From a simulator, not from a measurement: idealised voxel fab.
The process module that follows is named voxel self aligned contacts.
Cross-sectional view cut (width: 170 nm; square cell size: 5 nm).
In what follows, cross-sections appear as grids of square cells, described through bands that run from the top down, where every band is one or more rows of cells.
Top, bottom (nm), then materials left to right with widths (nm); lone material tagged "full width" fills the whole band edge to edge; "air" = empty space.
The level at which height equals 0 is the one under which the wafer, as it arrives, is entirely one material. No lower edge exists for the bottom band, which continues downward and is notated as in "0 nm and below".
The two numbers in a width such as "30->40" mark its ends across the band: the first belongs to the top row of cells, the second to the bottom row, and from each row to the next the width moves by the same amount.
You'll sometimes find "nothing was modified" written for a step, and that's the way of saying that nowhere in the cross-section did a cell change during that step.
Enclosed voids (no open way to top), threshold 8 cells or more, entry "Fully sealed cavities", notation width x height at distance, distance from left edge, nm.
Whatever follows a step's settings on its line is a remark the simulator itself makes about that step.
Steps that use a mask can have "overlay nm" on their line. It says how far the mask sat to the right of where it was meant to be. Negative means to the left.

-- List of planned process steps
1. RECEIVE with material Si
2. OXIDIZE with depth nm 5
3. DIRECTIONAL_DEP with material polySi, thk nm 30
4. DIRECTIONAL_DEP with material SiN, thk nm 20
5. DIRECTIONAL_DEP with material aC, thk nm 15
6. PATTERN with tone cover, mask id GATE, material resist, width nm 35, pitch nm 60, thk nm 35, overlay nm 0
7. DIRECTIONAL_ETCH with etch materials aC, depth nm 15
8. STRIP with etch materials resist
9. DIRECTIONAL_ETCH with etch materials SiN, depth nm 20
10. DIRECTIONAL_ETCH with etch materials polySi, depth nm 30
11. STRIP with etch materials aC
12. CONFORMAL_DEP with material SiN, thk nm 5
13. DIRECTIONAL_ETCH with etch materials SiN, depth nm 5
14. FILL_DEP with material SiO2, thk nm 10
15. CMP with height nm 55
16. MASKED_ETCH with tone open, mask id CONTACT, width nm 45, etch materials SiO2, depth nm 60, overlay nm 0
17. CONFORMAL_DEP with material TiN, thk nm 5
18. FILL_DEP with material W, thk nm 10
19. CMP with height nm 55
20. CONFORMAL_DEP with material SiN, thk nm 5

-- First of two wafers, with the run carried out as planned

-- Cross-section: wafer on arrival = after step 1
- 0 nm and below: Si full width
- Fully sealed cavities: none

-- Step 2 complete: cross-section through the wafer
- 0 nm to -5 nm: SiO2 full width
- Below a height of -5, the structure has not been altered.

-- Step 3 complete: cross-section through the wafer
- 30 nm to 0 nm: polySi full width
- Below a height of 0, the structure has not been altered.

-- Step 4 complete: cross-section through the wafer
- 50 nm to 30 nm: SiN full width
- Below a height of 30, the structure has not been altered.

-- Step 5 complete: cross-section through the wafer
- 65 nm to 50 nm: aC full width
- Below a height of 50, the structure has not been altered.

-- Step 6 complete: cross-section through the wafer
- 100 nm to 65 nm: air (35), then resist (35), then air (25), then resist (35), then air (40)
- Below a height of 65, the structure has not been altered.

-- Step 7 complete: cross-section through the wafer
- 85 nm to 65 nm: air (35), then resist (35), then air (25), then resist (35), then air (40)
- 65 nm to 50 nm: air (35), then aC (35), then air (25), then aC (35), then air (40)
- Below a height of 50, the structure has not been altered.

-- Step 8 complete: cross-section through the wafer
- 65 nm to 50 nm: air (35), then aC (35), then air (25), then aC (35), then air (40)
- Below a height of 50, the structure has not been altered.

-- Step 9 complete: cross-section through the wafer
- 65 nm to 50 nm: air (35), then aC (35), then air (25), then aC (35), then air (40)
- 50 nm to 30 nm: air (35), then SiN (35), then air (25), then SiN (35), then air (40)
- Below a height of 30, the structure has not been altered.

-- Step 10 complete: cross-section through the wafer
- 65 nm to 50 nm: air (35), then aC (35), then air (25), then aC (35), then air (40)
- 50 nm to 30 nm: air (35), then SiN (35), then air (25), then SiN (35), then air (40)
- 30 nm to 0 nm: air (35), then polySi (35), then air (25), then polySi (35), then air (40)
- Below a height of 0, the structure has not been altered.

-- Step 11 complete: cross-section through the wafer
- 50 nm to 30 nm: air (35), then SiN (35), then air (25), then SiN (35), then air (40)
- Below a height of 30, the structure has not been altered.

-- Step 12 complete: cross-section through the wafer
- 55 nm to 30 nm: air (30), then SiN (45), then air (15), then SiN (45), then air (35)
- 30 nm to 5 nm: air (30), then SiN (5), then polySi (35), then SiN (5), then air (15), then SiN (5), then polySi (35), then SiN (5), then air (35)
- 5 nm to 0 nm: SiN (35), then polySi (35), then SiN (25), then polySi (35), then SiN (40)
- Below a height of 0, the structure has not been altered.

-- Step 13 complete: cross-section through the wafer
- 50 nm to 30 nm: air (30), then SiN (45), then air (15), then SiN (45), then air (35)
- 30 nm to 0 nm: air (30), then SiN (5), then polySi (35), then SiN (5), then air (15), then SiN (5), then polySi (35), then SiN (5), then air (35)
- Below a height of 0, the structure has not been altered.

-- Step 14 complete: cross-section through the wafer
- 60 nm to 50 nm: SiO2 full width
- 50 nm to 30 nm: SiO2 (30), then SiN (45), then SiO2 (15), then SiN (45), then SiO2 (35)
- 30 nm to 0 nm: SiO2 (30), then SiN (5), then polySi (35), then SiN (5), then SiO2 (15), then SiN (5), then polySi (35), then SiN (5), then SiO2 (35)
- Below a height of 0, the structure has not been altered.

-- Step 15 complete: cross-section through the wafer
- 55 nm to 50 nm: SiO2 full width
- Below a height of 50, the structure has not been altered.

-- Step 16 complete: cross-section through the wafer
- 55 nm to 50 nm: SiO2 (60), then air (45), then SiO2 (65)
- 50 nm to 30 nm: SiO2 (30), then SiN (45), then air (15), then SiN (45), then SiO2 (35)
- 30 nm to 0 nm: SiO2 (30), then SiN (5), then polySi (35), then SiN (5), then air (15), then SiN (5), then polySi (35), then SiN (5), then SiO2 (35)
- 0 nm to -5 nm: SiO2 (75), then air (15), then SiO2 (80)
- Below a height of -5, the structure has not been altered.

-- Step 17 complete: cross-section through the wafer
- 60 nm to 55 nm: TiN (65), then air (35), then TiN (70)
- 55 nm to 50 nm: SiO2 (60), then TiN (20), then air (5), then TiN (20), then SiO2 (65)
- 50 nm to 30 nm: SiO2 (30), then SiN (45), then TiN (5), then air (5), then TiN (5), then SiN (45), then SiO2 (35)
- 30 nm to 0 nm: SiO2 (30), then SiN (5), then polySi (35), then SiN (5), then TiN (5), then air (5), then TiN (5), then SiN (5), then polySi (35), then SiN (5), then SiO2 (35)
- 0 nm to -5 nm: SiO2 (75), then TiN (15), then SiO2 (80)
- Below a height of -5, the structure has not been altered.

-- Step 18 complete: cross-section through the wafer
- 70 nm to 60 nm: W full width
- 60 nm to 55 nm: TiN (65), then W (35), then TiN (70)
- 55 nm to 50 nm: SiO2 (60), then TiN (20), then W (5), then TiN (20), then SiO2 (65)
- 50 nm to 30 nm: SiO2 (30), then SiN (45), then TiN (5), then W (5), then TiN (5), then SiN (45), then SiO2 (35)
- 30 nm to 0 nm: SiO2 (30), then SiN (5), then polySi (35), then SiN (5), then TiN (5), then W (5), then TiN (5), then SiN (5), then polySi (35), then SiN (5), then SiO2 (35)
- Below a height of 0, the structure has not been altered.

-- Step 19 complete: cross-section through the wafer
- 55 nm to 50 nm: SiO2 (60), then TiN (20), then W (5), then TiN (20), then SiO2 (65)
- Below a height of 50, the structure has not been altered.

-- Step 20 complete: cross-section through the wafer
- 60 nm to 55 nm: SiN full width
- Below a height of 55, the structure has not been altered.

-- Companion wafer, the second of two: same beginning, same intended sequence, one mistake in carrying it out; through step 15 inclusive it tracks the first exactly

-- Cross-sectional representation of the second wafer at the time designated in the plan for the completion of step 16
- 55 nm to 50 nm: SiO2 (55), then air (55), then SiO2 (60)
- 50 nm to 30 nm: SiO2 (30), then SiN (45), then air (15), then SiN (45), then SiO2 (35)
- 30 nm to 0 nm: SiO2 (30), then SiN (5), then polySi (35), then SiN (5), then air (15), then SiN (5), then polySi (35), then SiN (5), then SiO2 (35)
- 0 nm to -5 nm: SiO2 (75), then air (15), then SiO2 (80)
- Below a height of -5, the structure has not been altered.

-- Cross-sectional representation of the second wafer at the time designated in the plan for the completion of step 17
- 60 nm to 55 nm: TiN (60), then air (45), then TiN (65)
- 55 nm to 50 nm: SiO2 (55), then TiN (25), then air (5), then TiN (25), then SiO2 (60)
- 50 nm to 30 nm: SiO2 (30), then SiN (45), then TiN (5), then air (5), then TiN (5), then SiN (45), then SiO2 (35)
- 30 nm to 0 nm: SiO2 (30), then SiN (5), then polySi (35), then SiN (5), then TiN (5), then air (5), then TiN (5), then SiN (5), then polySi (35), then SiN (5), then SiO2 (35)
- 0 nm to -5 nm: SiO2 (75), then TiN (15), then SiO2 (80)
- Below a height of -5, the structure has not been altered.

-- Cross-sectional representation of the second wafer at the time designated in the plan for the completion of step 18
- 70 nm to 60 nm: W full width
- 60 nm to 55 nm: TiN (60), then W (45), then TiN (65)
- 55 nm to 50 nm: SiO2 (55), then TiN (25), then W (5), then TiN (25), then SiO2 (60)
- 50 nm to 30 nm: SiO2 (30), then SiN (45), then TiN (5), then W (5), then TiN (5), then SiN (45), then SiO2 (35)
- 30 nm to 0 nm: SiO2 (30), then SiN (5), then polySi (35), then SiN (5), then TiN (5), then W (5), then TiN (5), then SiN (5), then polySi (35), then SiN (5), then SiO2 (35)
- Below a height of 0, the structure has not been altered.

-- Cross-sectional representation of the second wafer at the time designated in the plan for the completion of step 19
- 55 nm to 50 nm: SiO2 (55), then TiN (25), then W (5), then TiN (25), then SiO2 (60)
- Below a height of 50, the structure has not been altered.

-- Cross-sectional representation of the second wafer at the time designated in the plan for the completion of step 20
- 60 nm to 55 nm: SiN full width
- Below a height of 55, the structure has not been altered.
The plan and the run diverged here: for step 16, the planned setting was not used; the step was instead run as MASKED_ETCH with tone open, mask id CONTACT, width nm 55, etch materials SiO2, depth nm 60, overlay nm 0
Final wafer comparison in cells, second versus first, more or fewer per material: -2 SiO2, +2 TiN
